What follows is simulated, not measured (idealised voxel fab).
Proc. module: voxel gate over fins
This is section cut - it's 230 nm across, gridded in 5 nm square cells.
This document writes a cross-section as a grid whose cells are square, and gives it as bands, listed from the top down; one or more rows of cells form a band.
What a band's entry tells you: where the top is and where the bottom is, as heights in nm, and after that what lies inside, material by material from left to right, each with its width in nm. Empty space is written as the word "empty", and a single material marked with the word "throughout" occupies the band from edge to edge.
Note: height 0 marks the level under which the wafer is uniformly one material as received. Lowest band unbounded below, written "0..down".
A width such as "30..40" changes by the same amount from each row of cells to the next, from the band's top row to its bottom row.
A step reported as "no change" is a step in which no cell of the cross-section changed.
"Fully sealed cavities" specifies each empty space that is not open to the top and that occupies no fewer than 8 cells, using the form width x height at distance, the distance measured from the left edge and all three quantities in nm.
Past the settings on a step's line: simulator remark, on that step.
Steps that use a mask can have "overlay nm" on their line. It says how far the mask sat to the right of where it was meant to be. Negative means to the left.

-- The following list gives the planned process steps
1) RECEIVE [material Si]
2) CONFORMAL_DEP [material SiN] [thk nm 5]
3) DIRECTIONAL_DEP [material aC] [thk nm 10]
4) PATTERN [tone cover] [mask id FINS] [material resist] [width nm 15] [pitch nm 45] [thk nm 25] [overlay nm 0]
5) DIRECTIONAL_ETCH [etch materials aC] [depth nm 10]
6) STRIP [etch materials resist]
7) DIRECTIONAL_ETCH [etch materials SiN] [depth nm 5]
8) DIRECTIONAL_ETCH [etch materials Si] [depth nm 35]
9) STRIP [etch materials aC]
10) OXIDIZE [depth nm 5]
11) FILL_DEP [material SiO2] [thk nm 15]
12) CMP [height nm 5]
13) SELECTIVE_ETCH [etch materials SiO2] [depth nm 20]
14) STRIP [etch materials SiN]
15) CONFORMAL_DEP [material HfO2] [thk nm 5]
16) CONFORMAL_DEP [material TiN] [thk nm 5]
17) FILL_DEP [material W] [thk nm 15]
18) CMP [height nm 20]
19) CONFORMAL_DEP [material SiN] [thk nm 5]

-- Cross-section of the wafer as it came to us, i.e., already through step 1
  0..down | Si throughout
  Fully sealed cavities: none

-- Here's the cross-section of the first of our two wafers at the end of the module - it ran as planned
  25..20 | SiN throughout
  20..10 | W throughout
  10..5 | W 55 / TiN 25 / W 20 / TiN 25 / W 20 / TiN 25 / W 60
  5..0 | W 55 / TiN 5 / HfO2 15 / TiN 5 / W 20 / TiN 5 / HfO2 15 / TiN 5 / W 20 / TiN 5 / HfO2 15 / TiN 5 / W 60
  0..-5 | W 55 / TiN 5 / HfO2 5 / Si 5 / HfO2 5 / TiN 5 / W 20 / TiN 5 / HfO2 5 / Si 5 / HfO2 5 / TiN 5 / W 20 / TiN 5 / HfO2 5 / Si 5 / HfO2 5 / TiN 5 / W 60
  -5..-10 | TiN 60 / HfO2 5 / Si 5 / HfO2 5 / TiN 30 / HfO2 5 / Si 5 / HfO2 5 / TiN 30 / HfO2 5 / Si 5 / HfO2 5 / TiN 65
  -10..-15 | HfO2 65 / Si 5 / HfO2 40 / Si 5 / HfO2 40 / Si 5 / HfO2 70
  -15..-40 | SiO2 65 / Si 5 / SiO2 40 / Si 5 / SiO2 40 / Si 5 / SiO2 70
  -40..down | Si throughout
  Fully sealed cavities: none

-- Now the second wafer, cross-sectioned at the end of the module. Nothing different at the start, nothing different in the plan compared with the first, just one mistake when it was actually run
  25..20 | SiN throughout
  20..10 | W throughout
  10..5 | TiN throughout
  5..0 | HfO2 throughout
  0..-40 | SiO2 65 / Si 5 / SiO2 40 / Si 5 / SiO2 40 / Si 5 / SiO2 70
  -40..down | Si throughout
  Fully sealed cavities: none
Here's what went sideways: step 12 of the plan never got run, it was skipped over
The final cell counts differ between the wafers, with the second having more or fewer of some materials than the first: HfO2 -18 | SiO2 +129 | TiN -18 | W -93
